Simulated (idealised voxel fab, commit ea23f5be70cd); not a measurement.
process module | voxel self aligned contacts
cross-section cut | 200 nm wide | cells 5 nm
A cross-section is a grid of square cells, given in bands from the top down. A band is one or more rows of cells.
Each band's line starts with the height of the band's top and of its bottom, in nm. Then come its materials from left to right, each with its width in nm. One material with "throughout" fills the band from edge to edge. "air" is empty space.
Height 0 is the level under which the wafer as received is all one material. The lowest band goes on downwards, as in "0 down".
A width such as "30 to 40" changes by the same amount from each row of cells to the next, from the band's top row to its bottom row.
"no change" after a step means that no cell of the cross-section changed.
closed voids: empty space of 8 cells or more with no open way to the top, each as width x height at its distance from the left edge, in nm
after a step's settings: what the simulator itself notes on the step
overlay nm, on a step with a mask: how far to the right of its planned place the mask lay; to the left if negative
plan
1 op RECEIVE | material Si
2 op OXIDIZE | depth nm 5
3 op DIRECTIONAL_DEP | material polySi | thk nm 20
4 op DIRECTIONAL_DEP | material SiN | thk nm 25
5 op DIRECTIONAL_DEP | material aC | thk nm 10
6 op PATTERN | tone cover | mask id GATE | material resist | width nm 20 | pitch nm 65 | thk nm 30 | overlay nm 0
7 op DIRECTIONAL_ETCH | etch materials aC | depth nm 10
8 op STRIP | etch materials resist
9 op DIRECTIONAL_ETCH | etch materials SiN | depth nm 25
10 op DIRECTIONAL_ETCH | etch materials polySi | depth nm 20
11 op STRIP | etch materials aC
12 op CONFORMAL_DEP | material SiN | thk nm 10
13 op DIRECTIONAL_ETCH | etch materials SiN | depth nm 10
14 op FILL_DEP | material SiO2 | thk nm 20
15 op CMP | height nm 55
16 op MASKED_ETCH | tone open | mask id CONTACT | width nm 45 | pitch nm 65 | etch materials SiO2 | depth nm 60 | overlay nm 0
17 op CONFORMAL_DEP | material TiN | thk nm 5
18 op FILL_DEP | material Ru | thk nm 10
19 op CMP | height nm 55
20 op CONFORMAL_DEP | material SiN | thk nm 5
varied across the wafers: width nm of step 6. The plan shows the first wafer's value. All wafers start alike
first wafer as received, after step 1
  0 down: Si throughout
  closed voids: none
each wafer at the end: cells of each material gained (+) or lost (-) since it was received, then its closed voids
width nm 20 | +74 Ru | -40 Si | +208 SiN | +128 SiO2 | +62 TiN | +48 polySi | closed voids: none
width nm 25 | +54 Ru | -40 Si | +223 SiN | +121 SiO2 | +62 TiN | +60 polySi | closed voids: none
width nm 30 | +34 Ru | -40 Si | +238 SiN | +114 SiO2 | +62 TiN | +72 polySi | closed voids: none
width nm 35 | +14 Ru | -40 Si | +253 SiN | +107 SiO2 | +62 TiN | +84 polySi | closed voids: none
width nm 40 | +14 Ru | -40 Si | +268 SiN | +100 SiO2 | +42 TiN | +96 polySi | closed voids: none
